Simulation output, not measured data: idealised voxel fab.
You're looking at the process module voxel self aligned vias.
This is section cut - it's 225 nm across, gridded in 5 nm square cells.
Just so we're on the same page, the cross-sections are grids of square cells, and they're listed out in bands top to bottom, each band one or more rows deep.
Per band: top height and bottom height in nm, followed by the left-to-right materials and their widths in nm; "all across" marks a single material spanning edge to edge, "empty" marks empty space.
The level at which height equals 0 is the one under which the wafer, as it arrives, is entirely one material. No lower edge exists for the bottom band, which continues downward and is notated as in "0..down".
When a width is written as two numbers, as in "30 to 40", the first number is the width in the top row of cells of the band and the second is the width in its bottom row, and the width changes by the same amount from each row to the next.
Step marked "nothing changed"? Then no cell in the cross-section changed in it.
What "Closed voids list" gives you is every empty space of 8 cells or more that is cut off from the top. Each appears as width x height at distance, with the distance taken from the left edge and width, height and distance all in nm.
Heads up: the bit after the settings on a step's line is the simulator's remark on that step.
Each step line may optionally specify "overlay nm", which for a step with a mask gives the rightward distance between the mask's planned place and where it lay, a negative value indicating the leftward direction.

Below is the list of planned process steps:
1. RECEIVE, material Si
2. CONFORMAL_DEP, material SiO2, thk nm 15
3. CONFORMAL_DEP, material SiCN, thk nm 5
4. DIRECTIONAL_DEP, material SiO2, thk nm 20
5. DIRECTIONAL_DEP, material aC, thk nm 10
6. PATTERN, tone open, mask id LINES, material resist, width nm 20, pitch nm 45, thk nm 30, overlay nm 0
7. DIRECTIONAL_ETCH, etch materials aC, depth nm 10
8. STRIP, etch materials resist
9. DIRECTIONAL_ETCH, etch materials SiO2, depth nm 20
10. STRIP, etch materials aC
11. CONFORMAL_DEP, material TiN, thk nm 5
12. FILL_DEP, material Ru, thk nm 5
13. CMP, height nm 40
14. SELECTIVE_ETCH, etch materials W Ru TiN, depth nm 10
15. FILL_DEP, material SiN, thk nm 10
16. CMP, height nm 40
17. DIRECTIONAL_DEP, material SiO2, thk nm 20
18. MASKED_ETCH, tone open, mask id VIAS, width nm 30, pitch nm 90, etch materials SiO2, depth nm 20, overlay nm 0
19. MASKED_ETCH, tone open, mask id VIAS, width nm 30, pitch nm 90, etch materials SiN, depth nm 10, overlay nm 0
20. CONFORMAL_DEP, material TiN, thk nm 5
21. FILL_DEP, material W, thk nm 10
22. CMP, height nm 60
23. CONFORMAL_DEP, material SiCN, thk nm 5

Delivered wafer in cross-section: state after step 1:
	0..down: Si all across
	Closed voids list: none

As-planned run: cross-section of the first of two wafers at end of module:
	65..60: SiCN all across
	60..45: SiO2=50, TiN=5, W=20, TiN=5, SiO2=60, TiN=5, W=20, TiN=5, SiO2=55
	45..40: SiO2=50, TiN=10, W=10, TiN=10, SiO2=60, TiN=10, W=10, TiN=10, SiO2=55
	40..35: SiO2=55, TiN=5, W=10, TiN=5, SiO2=25, SiN=20, SiO2=25, TiN=5, W=10, TiN=5, SiO2=60
	35..30: SiO2=55, TiN=20, SiO2=25, SiN=20, SiO2=25, TiN=20, SiO2=60
	30..25: SiO2=55, TiN=5, Ru=10, TiN=5, SiO2=25, TiN=5, Ru=10, TiN=5, SiO2=25, TiN=5, Ru=10, TiN=5, SiO2=60
	25..20: SiO2=55, TiN=20, SiO2=25, TiN=20, SiO2=25, TiN=20, SiO2=60
	20..15: SiCN all across
	15..0: SiO2 all across
	0..down: Si all across
	Closed voids list: none

Second wafer of the two, sectioned at the end of the module. It began like the first and followed the same plan, but one mistake was made while running it:
	65..60: SiCN all across
	60..45: SiO2=50, TiN=5, W=20, TiN=5, SiO2=60, TiN=5, W=20, TiN=5, SiO2=55
	45..40: SiO2=50, TiN=30, SiO2=60, TiN=30, SiO2=55
	40..30: SiN=50, TiN=5, SiO2=20, TiN=5, SiN=20, SiO2=20, SiN=20, TiN=5, SiO2=20, TiN=5, SiN=55
	30..25: Ru=50, TiN=5, SiO2=20, TiN=5, Ru=15, TiN=5, SiO2=20, TiN=5, Ru=15, TiN=5, SiO2=20, TiN=5, Ru=55
	25..20: TiN=55, SiO2=20, TiN=25, SiO2=20, TiN=25, SiO2=20, TiN=60
	20..15: SiCN all across
	15..0: SiO2 all across
	0..down: Si all across
	Closed voids list: none
Want to know what went wrong? step 6, actual vs plan mismatch, actual run PATTERN, tone cover, mask id LINES, material resist, width nm 20, pitch nm 45, thk nm 30, overlay nm 0
Counted in cells at the end, the second wafer holds more or fewer of these materials than the first: Ru: 21 more | SiN: 50 more | SiO2: 84 fewer | TiN: 21 more | W: 8 fewer
